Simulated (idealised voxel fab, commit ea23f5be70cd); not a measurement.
Process module, titled voxel fin reveal
Xsec cut, 230 nm wide, square cell size 5 nm.
A cross-section is a grid of square cells, given in bands from the top down. A band is one or more rows of cells. Heights first: top, then bottom, in nm. Then materials, left to right, each with a width in nm. "everywhere" on a single material: fills the band edge to edge. "air": empty space. Height is counted from the level 0, under which the received wafer is composed throughout of one material. The lowest of the bands is not closed at the bottom but continues downward, in the notation "top 0, no bottom". A two-number width, for instance "30..40", indicates that the width is equal to the first number in the top row of the band and to the second number in the bottom row, and that it changes by a constant amount per row of cells. The designation "nothing changed", where it is given for a processing step, indicates that no cell of the cross-section was altered in the course of that step. Any empty space of 8 cells or more lacking an open way to the top shows up in "Enclosed void list" as width x height at distance, distance from the left edge, in nm. On a step's line, text after the settings is the simulator commenting on that step. overlay nm: where the mask lay relative to plan, measured to the right, on steps with a mask; negatives go left.

# The steps planned for the process are as follows
1: RECEIVE [material Si]
2: CONFORMAL_DEP [material SiN] [thk nm 5]
3: DIRECTIONAL_DEP [material aC] [thk nm 10]
4: PATTERN [tone cover] [mask id FINS] [material resist] [width nm 15] [pitch nm 40] [thk nm 25] [overlay nm 0]
5: DIRECTIONAL_ETCH [etch materials aC] [depth nm 10]
6: STRIP [etch materials resist]
7: DIRECTIONAL_ETCH [etch materials SiN] [depth nm 5]
8: DIRECTIONAL_ETCH [etch materials Si] [depth nm 30]
9: STRIP [etch materials aC]
10: OXIDIZE [depth nm 5]
11: FILL_DEP [material SiO2] [thk nm 10]
12: CMP [height nm 5]
13: SELECTIVE_ETCH [etch materials SiO2] [depth nm 15]
14: STRIP [etch materials SiN]
15: CONFORMAL_DEP [material HfO2] [thk nm 5]

# Cross-section, incoming material, after step 1
* top 0, no bottom | Si everywhere
* Enclosed void list: none

# Figure: cross-sectional view of the wafer upon completion of the module, processed from the initial state and according to the plan depicted above, with one error introduced during execution
* top 5, bottom 0 | air: 80 | HfO2: 25 | air: 15 | HfO2: 25 | air: 85
* top 0, bottom -5 | air: 80 | HfO2: 5 | Si: 15 | HfO2: 5 | air: 15 | HfO2: 5 | Si: 15 | HfO2: 5 | air: 85
* top -5, bottom -10 | HfO2: 85 | Si: 15 | HfO2: 25 | Si: 15 | HfO2: 90
* top -10, bottom -35 | SiO2: 85 | Si: 15 | SiO2: 25 | Si: 15 | SiO2: 90
* top -35, no bottom | Si everywhere
* Enclosed void list: none
Against the plan, the run slipped here: step 4 deviated from plan and actually ran as PATTERN [tone cover] [mask id FINS] [material resist] [width nm 25] [pitch nm 40] [thk nm 25] [overlay nm 0]
